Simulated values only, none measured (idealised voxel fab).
Module name: voxel self aligned vias (process module)
In the cross-section labelled cut, the width is 170 nm and each square cell is 5 nm.
Throughout this document, each cross-section is represented as a grid of square cells and is presented as a sequence of bands enumerated from the top downward, where a band comprises one or more rows of cells. In this notation a band is specified by the heights of its top and bottom, in that order and in nm, after which its materials appear from left to right, each paired with its width in nm. The word "throughout" attached to a single material means that material fills the band from edge to edge; the word "empty" stands for empty space. Note: height 0 marks the level under which the wafer is uniformly one material as received. Lowest band unbounded below, written "0 and below". Read "30->40" as a graded width: first number on top, second number at the bottom, same change between each pair of neighbouring rows. You'll sometimes find "no alteration" written for a step, and that's the way of saying that nowhere in the cross-section did a cell change during that step. "Tabulated closed voids": empty spaces of 8 cells or more with no open way to the top, each given as width x height at distance, distance from the left edge, all in nm. Anything after a step's settings on that line? It's the simulator's own note about the step. On any step carrying a mask, the "overlay nm" setting, if present on the step's line, tells how far right of its planned place the mask lay; negative values point to the left.
### Planned step list for the process
1) RECEIVE, material Si
2) CONFORMAL_DEP, material SiO2, thk nm 15
3) CONFORMAL_DEP, material SiCN, thk nm 5
4) DIRECTIONAL_DEP, material lowk, thk nm 20
5) PATTERN, tone open, mask id LINES, material resist, width nm 20, pitch nm 50, thk nm 20, overlay nm 0
6) DIRECTIONAL_ETCH, etch materials lowk, depth nm 20
7) STRIP, etch materials resist
8) CONFORMAL_DEP, material TiN, thk nm 5
9) FILL_DEP, material Ru, thk nm 5
10) CMP, height nm 40
11) SELECTIVE_ETCH, etch materials W Ru TiN, depth nm 5
12) FILL_DEP, material SiN, thk nm 10
13) CMP, height nm 40
14) DIRECTIONAL_DEP, material lowk, thk nm 15
15) MASKED_ETCH, tone open, mask id VIAS, width nm 30, etch materials lowk, depth nm 15, overlay nm 0
16) MASKED_ETCH, tone open, mask id VIAS, width nm 30, etch materials SiN, depth nm 5, overlay nm 0
17) CONFORMAL_DEP, material TiN, thk nm 5
18) FILL_DEP, material Ru, thk nm 10
19) CMP, height nm 55
20) CONFORMAL_DEP, material SiN, thk nm 5
### First of two wafers: run as planned
### Here's what the wafer looked like in cross-section when it arrived - that's after step 1
- 0 and below = Si throughout
- Tabulated closed voids: none
### Cross-section of the wafer after step 2
- 15 down to 0 = SiO2 throughout
- Lower than 0, everything is as it was.
### Cross-section of the wafer after step 3
- 20 down to 15 = SiCN throughout
- Lower than 15, everything is as it was.
### Cross-section of the wafer after step 4
- 40 down to 20 = lowk throughout
- Lower than 20, everything is as it was.
### Cross-section of the wafer after step 5
- 60 down to 40 = resist 50 nm; empty 20 nm; resist 30 nm; empty 20 nm; resist 50 nm
- Lower than 40, everything is as it was.
### Cross-section of the wafer after step 6
- 60 down to 40 = resist 50 nm; empty 20 nm; resist 30 nm; empty 20 nm; resist 50 nm
- 40 down to 20 = lowk 50 nm; empty 20 nm; lowk 30 nm; empty 20 nm; lowk 50 nm
- Lower than 20, everything is as it was.
### Cross-section of the wafer after step 7
- 40 down to 20 = lowk 50 nm; empty 20 nm; lowk 30 nm; empty 20 nm; lowk 50 nm
- Lower than 20, everything is as it was.
### Cross-section of the wafer after step 8
- 45 down to 40 = TiN 55 nm; empty 10 nm; TiN 40 nm; empty 10 nm; TiN 55 nm
- 40 down to 25 = lowk 50 nm; TiN 5 nm; empty 10 nm; TiN 5 nm; lowk 30 nm; TiN 5 nm; empty 10 nm; TiN 5 nm; lowk 50 nm
- 25 down to 20 = lowk 50 nm; TiN 20 nm; lowk 30 nm; TiN 20 nm; lowk 50 nm
- Lower than 20, everything is as it was.
### Cross-section of the wafer after step 9
- 50 down to 45 = Ru throughout
- 45 down to 40 = TiN 55 nm; Ru 10 nm; TiN 40 nm; Ru 10 nm; TiN 55 nm
- 40 down to 25 = lowk 50 nm; TiN 5 nm; Ru 10 nm; TiN 5 nm; lowk 30 nm; TiN 5 nm; Ru 10 nm; TiN 5 nm; lowk 50 nm
- Lower than 25, everything is as it was.
### Cross-section of the wafer after step 10
- 40 down to 25 = lowk 50 nm; TiN 5 nm; Ru 10 nm; TiN 5 nm; lowk 30 nm; TiN 5 nm; Ru 10 nm; TiN 5 nm; lowk 50 nm
- Lower than 25, everything is as it was.
### Cross-section of the wafer after step 11
- 40 down to 35 = lowk 50 nm; empty 20 nm; lowk 30 nm; empty 20 nm; lowk 50 nm
- Lower than 35, everything is as it was.
### Cross-section of the wafer after step 12
- 50 down to 40 = SiN throughout
- 40 down to 35 = lowk 50 nm; SiN 20 nm; lowk 30 nm; SiN 20 nm; lowk 50 nm
- Lower than 35, everything is as it was.
### Cross-section of the wafer after step 13
- 40 down to 35 = lowk 50 nm; SiN 20 nm; lowk 30 nm; SiN 20 nm; lowk 50 nm
- Lower than 35, everything is as it was.
### Cross-section of the wafer after step 14
- 55 down to 40 = lowk throughout
- Lower than 40, everything is as it was.
### Cross-section of the wafer after step 15
- 55 down to 40 = lowk 45 nm; empty 30 nm; lowk 95 nm
- Lower than 40, everything is as it was.
### Cross-section of the wafer after step 16
- 55 down to 40 = lowk 45 nm; empty 30 nm; lowk 95 nm
- 40 down to 35 = lowk 50 nm; empty 20 nm; lowk 30 nm; SiN 20 nm; lowk 50 nm
- Lower than 35, everything is as it was.
### Cross-section of the wafer after step 17
- 60 down to 55 = TiN 50 nm; empty 20 nm; TiN 100 nm
- 55 down to 45 = lowk 45 nm; TiN 5 nm; empty 20 nm; TiN 5 nm; lowk 95 nm
- 45 down to 40 = lowk 45 nm; TiN 10 nm; empty 10 nm; TiN 10 nm; lowk 95 nm
- 40 down to 35 = lowk 50 nm; TiN 20 nm; lowk 30 nm; SiN 20 nm; lowk 50 nm
- Lower than 35, everything is as it was.
### Cross-section of the wafer after step 18
- 70 down to 60 = Ru throughout
- 60 down to 55 = TiN 50 nm; Ru 20 nm; TiN 100 nm
- 55 down to 45 = lowk 45 nm; TiN 5 nm; Ru 20 nm; TiN 5 nm; lowk 95 nm
- 45 down to 40 = lowk 45 nm; TiN 10 nm; Ru 10 nm; TiN 10 nm; lowk 95 nm
- Lower than 40, everything is as it was.
### Cross-section of the wafer after step 19
- 55 down to 45 = lowk 45 nm; TiN 5 nm; Ru 20 nm; TiN 5 nm; lowk 95 nm
- Lower than 45, everything is as it was.
### Cross-section of the wafer after step 20
- 60 down to 55 = SiN throughout
- Lower than 55, everything is as it was.
### It is to be noted that the second wafer proceeded from the same initial state and according to the same plan as the first, although one mistake was committed in its execution; through step 2, inclusive, the two wafers share an identical history
### Look at the second wafer in cross-section at the time step 3 ought to have finished
- 35 down to 15 = lowk throughout
- Lower than 15, everything is as it was.
### Look at the second wafer in cross-section at the time step 4 ought to have finished
- 40 down to 35 = SiCN throughout
- Lower than 35, everything is as it was.
### Look at the second wafer in cross-section at the time step 5 ought to have finished
- 60 down to 40 = resist 50 nm; empty 20 nm; resist 30 nm; empty 20 nm; resist 50 nm
- Lower than 40, everything is as it was.
Look at the second wafer in cross-section at the time step 6 ought to have finished: no alteration
### Look at the second wafer in cross-section at the time step 7 ought to have finished
- 40 down to 35 = SiCN throughout
- Lower than 35, everything is as it was.
### Look at the second wafer in cross-section at the time step 8 ought to have finished
- 45 down to 40 = TiN throughout
- Lower than 40, everything is as it was.
### Look at the second wafer in cross-section at the time step 9 ought to have finished
- 50 down to 45 = Ru throughout
- Lower than 45, everything is as it was.
### Look at the second wafer in cross-section at the time step 10 ought to have finished
- 40 down to 35 = SiCN throughout
- Lower than 35, everything is as it was.
Look at the second wafer in cross-section at the time step 11 ought to have finished: no alteration
### Look at the second wafer in cross-section at the time step 12 ought to have finished
- 50 down to 40 = SiN throughout
- Lower than 40, everything is as it was.
### Look at the second wafer in cross-section at the time step 13 ought to have finished
- 40 down to 35 = SiCN throughout
- Lower than 35, everything is as it was.
### Look at the second wafer in cross-section at the time step 14 ought to have finished
- 55 down to 40 = lowk throughout
- Lower than 40, everything is as it was.
### Look at the second wafer in cross-section at the time step 15 ought to have finished
- 55 down to 40 = lowk 45 nm; empty 30 nm; lowk 95 nm
- Lower than 40, everything is as it was.
Look at the second wafer in cross-section at the time step 16 ought to have finished: no alteration
### Look at the second wafer in cross-section at the time step 17 ought to have finished
- 60 down to 55 = TiN 50 nm; empty 20 nm; TiN 100 nm
- 55 down to 45 = lowk 45 nm; TiN 5 nm; empty 20 nm; TiN 5 nm; lowk 95 nm
- 45 down to 40 = lowk 45 nm; TiN 30 nm; lowk 95 nm
- Lower than 40, everything is as it was.
### Look at the second wafer in cross-section at the time step 18 ought to have finished
- 70 down to 60 = Ru throughout
- 60 down to 55 = TiN 50 nm; Ru 20 nm; TiN 100 nm
- 55 down to 45 = lowk 45 nm; TiN 5 nm; Ru 20 nm; TiN 5 nm; lowk 95 nm
- Lower than 45, everything is as it was.
### Look at the second wafer in cross-section at the time step 19 ought to have finished
- 55 down to 45 = lowk 45 nm; TiN 5 nm; Ru 20 nm; TiN 5 nm; lowk 95 nm
- Lower than 45, everything is as it was.
### Look at the second wafer in cross-section at the time step 20 ought to have finished
- 60 down to 55 = SiN throughout
- Lower than 55, everything is as it was.
What was the processing mistake? ran 3 and 4 in swapped order versus the plan
The closing comparison, in cells, has the second wafer with more or fewer of some materials than the first: Ru -10 | SiN -4 | TiN -18 | lowk +32
